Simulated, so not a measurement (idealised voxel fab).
process module | voxel air gaps
cross-section cut | 255 nm wide | cells 5 nm
A cross-section is a grid of square cells, given in bands from the top down. A band is one or more rows of cells.
Each band's line starts with the height of the band's top and of its bottom, in nm. Then come its materials from left to right, each with its width in nm. One material with "throughout" fills the band from edge to edge. "air" is empty space.
Height 0 is the level under which the wafer as received is all one material. The lowest band goes on downwards, as in "0 down".
A width such as "30 to 40" changes by the same amount from each row of cells to the next, from the band's top row to its bottom row.
"no change" after a step means that no cell of the cross-section changed.
closed voids: empty space of 8 cells or more with no open way to the top, each as width x height at its distance from the left edge, in nm
after a step's settings: what the simulator itself notes on the step
overlay nm, on a step with a mask: how far to the right of its planned place the mask lay; to the left if negative
plan
1 op RECEIVE | material Si
2 op CONFORMAL_DEP | material SiO2 | thk nm 10
3 op CONFORMAL_DEP | material SiN | thk nm 5
4 op DIRECTIONAL_DEP | material lowk | thk nm 40
5 op PATTERN | tone open | mask id LINES | material resist | width nm 15 | pitch nm 40 | thk nm 15 | overlay nm 0
6 op DIRECTIONAL_ETCH | etch materials lowk | depth nm 40
7 op STRIP | etch materials resist
8 op CONFORMAL_DEP | material TiN | thk nm 5
9 op FILL_DEP | material Cu | thk nm 5
10 op CMP | height nm 55
11 op EPI | material Ru | thk nm 10
12 op SELECTIVE_ETCH | etch materials lowk | depth nm 50
13 op CONFORMAL_DEP | material SiN | thk nm 5
as received, after step 1
  0 down: Si throughout
  closed voids: none
a wafer at the end: this start, this plan, one mistake
  70 to 65: air 45 | SiN 165 | air 45
  65 to 55: air 45 | SiN 5 | Ru 35 | SiN 5 | Ru 35 | SiN 5 | Ru 35 | SiN 5 | Ru 35 | SiN 5 | air 45
  55 to 50: air 45 | SiN 15 | TiN 5 | Cu 5 | TiN 5 | SiN 25 | TiN 5 | Cu 5 | TiN 5 | SiN 25 | TiN 5 | Cu 5 | TiN 5 | SiN 25 | TiN 5 | Cu 5 | TiN 5 | SiN 15 | air 45
  50 to 20: air 55 | SiN 5 | TiN 5 | Cu 5 | TiN 5 | SiN 5 | air 15 | SiN 5 | TiN 5 | Cu 5 | TiN 5 | SiN 5 | air 15 | SiN 5 | TiN 5 | Cu 5 | TiN 5 | SiN 5 | air 15 | SiN 5 | TiN 5 | Cu 5 | TiN 5 | SiN 5 | air 55
  20 to 15: SiN 60 | TiN 15 | SiN 25 | TiN 15 | SiN 25 | TiN 15 | SiN 25 | TiN 15 | SiN 60
  15 to 5: SiO2 throughout
  5 to 0: SiN throughout
  0 down: Si throughout
  closed voids: 15 x 30 at 80; 15 x 30 at 120; 15 x 30 at 160
what went wrong: steps 2 and 3 were swapped
